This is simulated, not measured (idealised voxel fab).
process module | voxel air gaps
cross-section cut | 215 nm wide | cells 5 nm
A cross-section is a grid of square cells, given in bands from the top down. A band is one or more rows of cells.
Each band's line starts with the height of the band's top and of its bottom, in nm. Then come its materials from left to right, each with its width in nm. One material with "throughout" fills the band from edge to edge. "air" is empty space.
Height 0 is the level under which the wafer as received is all one material. The lowest band goes on downwards, as in "0 down".
A width such as "30 to 40" changes by the same amount from each row of cells to the next, from the band's top row to its bottom row.
"no change" after a step means that no cell of the cross-section changed.
closed voids: empty space of 8 cells or more with no open way to the top, each as width x height at its distance from the left edge, in nm
after a step's settings: what the simulator itself notes on the step
overlay nm, on a step with a mask: how far to the right of its planned place the mask lay; to the left if negative
plan
1 op RECEIVE | material Si
2 op CONFORMAL_DEP | material SiO2 | thk nm 15
3 op CONFORMAL_DEP | material SiCN | thk nm 5
4 op DIRECTIONAL_DEP | material SiO2 | thk nm 30
5 op PATTERN | tone open | mask id LINES | material resist | width nm 15 | pitch nm 45 | thk nm 20 | overlay nm 0
6 op DIRECTIONAL_ETCH | etch materials SiO2 | depth nm 30
7 op STRIP | etch materials resist
8 op CONFORMAL_DEP | material TiN | thk nm 5
9 op FILL_DEP | material W | thk nm 5
10 op CMP | height nm 50
11 op EPI | material Ru | thk nm 10
12 op SELECTIVE_ETCH | etch materials SiO2 | depth nm 40
13 op CONFORMAL_DEP | material SiCN | thk nm 5
first wafer, as planned
as received, after step 1
  0 down: Si throughout
  closed voids: none
after step 2
  15 to 0: SiO2 throughout
  below 0: unchanged
after step 3
  20 to 15: SiCN throughout
  below 15: unchanged
after step 4
  50 to 20: SiO2 throughout
  below 20: unchanged
after step 5
  70 to 50: resist 30 | air 15 | resist 30 | air 15 | resist 30 | air 15 | resist 30 | air 15 | resist 35
  below 50: unchanged
after step 6
  70 to 50: resist 30 | air 15 | resist 30 | air 15 | resist 30 | air 15 | resist 30 | air 15 | resist 35
  50 to 20: SiO2 30 | air 15 | SiO2 30 | air 15 | SiO2 30 | air 15 | SiO2 30 | air 15 | SiO2 35
  below 20: unchanged
after step 7
  50 to 20: SiO2 30 | air 15 | SiO2 30 | air 15 | SiO2 30 | air 15 | SiO2 30 | air 15 | SiO2 35
  below 20: unchanged
after step 8
  55 to 50: TiN 35 | air 5 | TiN 40 | air 5 | TiN 40 | air 5 | TiN 40 | air 5 | TiN 40
  50 to 25: SiO2 30 | TiN 5 | air 5 | TiN 5 | SiO2 30 | TiN 5 | air 5 | TiN 5 | SiO2 30 | TiN 5 | air 5 | TiN 5 | SiO2 30 | TiN 5 | air 5 | TiN 5 | SiO2 35
  25 to 20: SiO2 30 | TiN 15 | SiO2 30 | TiN 15 | SiO2 30 | TiN 15 | SiO2 30 | TiN 15 | SiO2 35
  below 20: unchanged
after step 9
  60 to 55: W throughout
  55 to 50: TiN 35 | W 5 | TiN 40 | W 5 | TiN 40 | W 5 | TiN 40 | W 5 | TiN 40
  50 to 25: SiO2 30 | TiN 5 | W 5 | TiN 5 | SiO2 30 | TiN 5 | W 5 | TiN 5 | SiO2 30 | TiN 5 | W 5 | TiN 5 | SiO2 30 | TiN 5 | W 5 | TiN 5 | SiO2 35
  below 25: unchanged
after step 10
  50 to 25: SiO2 30 | TiN 5 | W 5 | TiN 5 | SiO2 30 | TiN 5 | W 5 | TiN 5 | SiO2 30 | TiN 5 | W 5 | TiN 5 | SiO2 30 | TiN 5 | W 5 | TiN 5 | SiO2 35
  below 25: unchanged
after step 11
  60 to 50: air 20 | Ru 35 | air 10 | Ru 35 | air 10 | Ru 35 | air 10 | Ru 35 | air 25
  below 50: unchanged
after step 12
  60 to 50: air 20 | Ru 35 | air 10 | Ru 35 | air 10 | Ru 35 | air 10 | Ru 35 | air 25
  50 to 25: air 30 | TiN 5 | W 5 | TiN 5 | air 30 | TiN 5 | W 5 | TiN 5 | air 30 | TiN 5 | W 5 | TiN 5 | air 30 | TiN 5 | W 5 | TiN 5 | air 35
  25 to 20: air 30 | TiN 15 | air 30 | TiN 15 | air 30 | TiN 15 | air 30 | TiN 15 | air 35
  below 20: unchanged
after step 13
  65 to 60: air 15 | SiCN 180 | air 20
  60 to 50: air 15 | SiCN 5 | Ru 35 | SiCN 10 | Ru 35 | SiCN 10 | Ru 35 | SiCN 10 | Ru 35 | SiCN 5 | air 20
  50 to 45: air 15 | SiCN 15 | TiN 5 | W 5 | TiN 5 | SiCN 30 | TiN 5 | W 5 | TiN 5 | SiCN 30 | TiN 5 | W 5 | TiN 5 | SiCN 30 | TiN 5 | W 5 | TiN 5 | SiCN 15 | air 20
  45 to 25: air 25 | SiCN 5 | TiN 5 | W 5 | TiN 5 | SiCN 5 | air 20 | SiCN 5 | TiN 5 | W 5 | TiN 5 | SiCN 5 | air 20 | SiCN 5 | TiN 5 | W 5 | TiN 5 | SiCN 5 | air 20 | SiCN 5 | TiN 5 | W 5 | TiN 5 | SiCN 5 | air 30
  25 to 20: SiCN 30 | TiN 15 | SiCN 30 | TiN 15 | SiCN 30 | TiN 15 | SiCN 30 | TiN 15 | SiCN 35
  below 20: unchanged
  closed voids: 20 x 20 at 50; 20 x 20 at 95; 20 x 20 at 140
second wafer: like start, like plan, one mistake. Through step 3 it matches the first wafer
when step 4 should have ended
  50 to 15: SiCN throughout
  below 15: unchanged
when step 5 should have ended
  70 to 50: resist 30 | air 15 | resist 30 | air 15 | resist 30 | air 15 | resist 30 | air 15 | resist 35
  below 50: unchanged
when step 6 should have ended: no change
when step 7 should have ended
  50 to 15: SiCN throughout
  below 15: unchanged
when step 8 should have ended
  55 to 50: TiN throughout
  below 50: unchanged
when step 9 should have ended
  60 to 55: W throughout
  below 55: unchanged
when step 10 should have ended
  50 to 15: SiCN throughout
  below 15: unchanged
when step 11 should have ended: no change
when step 12 should have ended: no change
when step 13 should have ended
  55 to 15: SiCN throughout
  below 15: unchanged
what went wrong: step 4 ran as: op DIRECTIONAL_DEP | material SiCN | thk nm 30
at the end the second wafer has, in cells: 56 fewer of Ru | 162 more of SiCN | 52 fewer of TiN | 20 fewer of W
closed voids at the end (first wafer, second wafer): 3, 0
